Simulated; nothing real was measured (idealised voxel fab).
Process module in this document: voxel self aligned contacts
Section shown: cut. Width: 245 nm. Cell size: 5 nm, square.
The cross-sections in this document take the form of a grid made of square cells. They are written out as bands, in order from top to bottom. Each band consists of one or more rows of cells. Quick guide to a band line: top height, bottom height (nm) up front; then every material left to right with its width in nm. Only one material and it's marked "full width"? Then it fills the band edge to edge. And "air" just means empty space. Heights are measured from 0, the level below which the as-received wafer is all one material; the lowest band has no bottom and continues downward, written as in "0 nm and below". Graded width ("30..40"): value in top row of band = first number; value in bottom row = second number; row-to-row change constant. Basically "no modification" means that step didn't change any cell in the cross-section. Any empty space of 8 cells or more lacking an open way to the top shows up in "Closed internal voids" as width x height at distance, distance from the left edge, in nm. Text after the settings on a step's line: the simulator's own remark on that step. Among the settings permitted on a step's line is "overlay nm"; applied to a step with a mask, it specifies the extent to which the mask lay to the right of its planned position, whereas a negative figure signifies a position to the left.

This section lists the process steps that were planned
1 RECEIVE (material Si)
2 CONFORMAL_DEP (material SiO2; thk nm 5)
3 DIRECTIONAL_DEP (material polySi; thk nm 30)
4 DIRECTIONAL_DEP (material SiN; thk nm 20)
5 PATTERN (tone cover; mask id GATE; material resist; width nm 30; pitch nm 70; thk nm 20; overlay nm 0)
6 DIRECTIONAL_ETCH (etch materials SiN; depth nm 20)
7 DIRECTIONAL_ETCH (etch materials polySi; depth nm 30)
8 STRIP (etch materials resist)
9 CONFORMAL_DEP (material SiN; thk nm 10)
10 DIRECTIONAL_ETCH (etch materials SiN; depth nm 10)
11 FILL_DEP (material SiO2; thk nm 10)
12 CMP (height nm 60)
13 PATTERN (tone open; mask id CONTACT; material resist; width nm 50; pitch nm 70; thk nm 20; overlay nm 0)
14 DIRECTIONAL_ETCH (etch materials SiO2; depth nm 60)
15 STRIP (etch materials resist)
16 CONFORMAL_DEP (material TiN; thk nm 5)
17 FILL_DEP (material Ru; thk nm 5)
18 CMP (height nm 60)
19 CONFORMAL_DEP (material SiCN; thk nm 5)

First of two wafers: run as planned

as received, after step 1
0 nm and below | Si full width
Closed internal voids: none

You're looking at a cross-section of the wafer after step 2
5 nm to 0 nm | SiO2 full width
Everything below 0 is unchanged.

You're looking at a cross-section of the wafer after step 3
35 nm to 5 nm | polySi full width
Everything below 5 is unchanged.

You're looking at a cross-section of the wafer after step 4
55 nm to 35 nm | SiN full width
Everything below 35 is unchanged.

You're looking at a cross-section of the wafer after step 5
75 nm to 55 nm | air 35, resist 30, air 40, resist 30, air 40, resist 30, air 40
Everything below 55 is unchanged.

You're looking at a cross-section of the wafer after step 6
75 nm to 55 nm | air 35, resist 30, air 40, resist 30, air 40, resist 30, air 40
55 nm to 35 nm | air 35, SiN 30, air 40, SiN 30, air 40, SiN 30, air 40
Everything below 35 is unchanged.

You're looking at a cross-section of the wafer after step 7
75 nm to 55 nm | air 35, resist 30, air 40, resist 30, air 40, resist 30, air 40
55 nm to 35 nm | air 35, SiN 30, air 40, SiN 30, air 40, SiN 30, air 40
35 nm to 5 nm | air 35, polySi 30, air 40, polySi 30, air 40, polySi 30, air 40
Everything below 5 is unchanged.

You're looking at a cross-section of the wafer after step 8
55 nm to 35 nm | air 35, SiN 30, air 40, SiN 30, air 40, SiN 30, air 40
Everything below 35 is unchanged.

You're looking at a cross-section of the wafer after step 9
65 nm to 35 nm | air 25, SiN 50, air 20, SiN 50, air 20, SiN 50, air 30
35 nm to 15 nm | air 25, SiN 10, polySi 30, SiN 10, air 20, SiN 10, polySi 30, SiN 10, air 20, SiN 10, polySi 30, SiN 10, air 30
15 nm to 5 nm | SiN 35, polySi 30, SiN 40, polySi 30, SiN 40, polySi 30, SiN 40
Everything below 5 is unchanged.

You're looking at a cross-section of the wafer after step 10
55 nm to 35 nm | air 25, SiN 50, air 20, SiN 50, air 20, SiN 50, air 30
35 nm to 5 nm | air 25, SiN 10, polySi 30, SiN 10, air 20, SiN 10, polySi 30, SiN 10, air 20, SiN 10, polySi 30, SiN 10, air 30
Everything below 5 is unchanged.

You're looking at a cross-section of the wafer after step 11
65 nm to 55 nm | SiO2 full width
55 nm to 35 nm | SiO2 25, SiN 50, SiO2 20, SiN 50, SiO2 20, SiN 50, SiO2 30
35 nm to 5 nm | SiO2 25, SiN 10, polySi 30, SiN 10, SiO2 20, SiN 10, polySi 30, SiN 10, SiO2 20, SiN 10, polySi 30, SiN 10, SiO2 30
Everything below 5 is unchanged.

You're looking at a cross-section of the wafer after step 12
60 nm to 55 nm | SiO2 full width
Everything below 55 is unchanged.

You're looking at a cross-section of the wafer after step 13
80 nm to 60 nm | resist 60, air 50, resist 20, air 50, resist 65
Everything below 60 is unchanged.

You're looking at a cross-section of the wafer after step 14
80 nm to 60 nm | resist 60, air 50, resist 20, air 50, resist 65
60 nm to 55 nm | SiO2 60, air 50, SiO2 20, air 50, SiO2 65
55 nm to 35 nm | SiO2 25, SiN 50, air 20, SiN 50, air 20, SiN 50, SiO2 30
35 nm to 5 nm | SiO2 25, SiN 10, polySi 30, SiN 10, air 20, SiN 10, polySi 30, SiN 10, air 20, SiN 10, polySi 30, SiN 10, SiO2 30
5 nm to 0 nm | SiO2 75, air 20, SiO2 50, air 20, SiO2 80
Everything below 0 is unchanged.

You're looking at a cross-section of the wafer after step 15
60 nm to 55 nm | SiO2 60, air 50, SiO2 20, air 50, SiO2 65
Everything below 55 is unchanged.

You're looking at a cross-section of the wafer after step 16
65 nm to 60 nm | TiN 65, air 40, TiN 30, air 40, TiN 70
60 nm to 55 nm | SiO2 60, TiN 20, air 10, TiN 20, SiO2 20, TiN 20, air 10, TiN 20, SiO2 65
55 nm to 35 nm | SiO2 25, SiN 50, TiN 5, air 10, TiN 5, SiN 50, TiN 5, air 10, TiN 5, SiN 50, SiO2 30
35 nm to 5 nm | SiO2 25, SiN 10, polySi 30, SiN 10, TiN 5, air 10, TiN 5, SiN 10, polySi 30, SiN 10, TiN 5, air 10, TiN 5, SiN 10, polySi 30, SiN 10, SiO2 30
5 nm to 0 nm | SiO2 75, TiN 20, SiO2 50, TiN 20, SiO2 80
Everything below 0 is unchanged.

You're looking at a cross-section of the wafer after step 17
70 nm to 65 nm | Ru full width
65 nm to 60 nm | TiN 65, Ru 40, TiN 30, Ru 40, TiN 70
60 nm to 55 nm | SiO2 60, TiN 20, Ru 10, TiN 20, SiO2 20, TiN 20, Ru 10, TiN 20, SiO2 65
55 nm to 35 nm | SiO2 25, SiN 50, TiN 5, Ru 10, TiN 5, SiN 50, TiN 5, Ru 10, TiN 5, SiN 50, SiO2 30
35 nm to 5 nm | SiO2 25, SiN 10, polySi 30, SiN 10, TiN 5, Ru 10, TiN 5, SiN 10, polySi 30, SiN 10, TiN 5, Ru 10, TiN 5, SiN 10, polySi 30, SiN 10, SiO2 30
Everything below 5 is unchanged.

You're looking at a cross-section of the wafer after step 18
60 nm to 55 nm | SiO2 60, TiN 20, Ru 10, TiN 20, SiO2 20, TiN 20, Ru 10, TiN 20, SiO2 65
Everything below 55 is unchanged.

You're looking at a cross-section of the wafer after step 19
65 nm to 60 nm | SiCN full width
Everything below 60 is unchanged.

Wafer two of the pair: same origin, same plan, one error during the run; identical to wafer one up to and including step 15

Second wafer: cross-section at the scheduled end of step 16
65 nm to 60 nm | SiN 65, air 40, SiN 30, air 40, SiN 70
60 nm to 55 nm | SiO2 60, SiN 20, air 10, SiN 20, SiO2 20, SiN 20, air 10, SiN 20, SiO2 65
55 nm to 35 nm | SiO2 25, SiN 55, air 10, SiN 60, air 10, SiN 55, SiO2 30
35 nm to 5 nm | SiO2 25, SiN 10, polySi 30, SiN 15, air 10, SiN 15, polySi 30, SiN 15, air 10, SiN 15, polySi 30, SiN 10, SiO2 30
5 nm to 0 nm | SiO2 75, SiN 20, SiO2 50, SiN 20, SiO2 80
Everything below 0 is unchanged.

Second wafer: cross-section at the scheduled end of step 17
70 nm to 65 nm | Ru full width
65 nm to 60 nm | SiN 65, Ru 40, SiN 30, Ru 40, SiN 70
60 nm to 55 nm | SiO2 60, SiN 20, Ru 10, SiN 20, SiO2 20, SiN 20, Ru 10, SiN 20, SiO2 65
55 nm to 35 nm | SiO2 25, SiN 55, Ru 10, SiN 60, Ru 10, SiN 55, SiO2 30
35 nm to 5 nm | SiO2 25, SiN 10, polySi 30, SiN 15, Ru 10, SiN 15, polySi 30, SiN 15, Ru 10, SiN 15, polySi 30, SiN 10, SiO2 30
Everything below 5 is unchanged.

Second wafer: cross-section at the scheduled end of step 18
60 nm to 55 nm | SiO2 60, SiN 20, Ru 10, SiN 20, SiO2 20, SiN 20, Ru 10, SiN 20, SiO2 65
Everything below 55 is unchanged.

Second wafer: cross-section at the scheduled end of step 19
65 nm to 60 nm | SiCN full width
Everything below 60 is unchanged.
Short version of what went wrong: step 16 went in with a setting other than planned; the actual run was CONFORMAL_DEP (material SiN; thk nm 5)
Counted in cells at the end, the second wafer holds more or fewer of these materials than the first: SiN: 64 more; TiN: 64 fewer
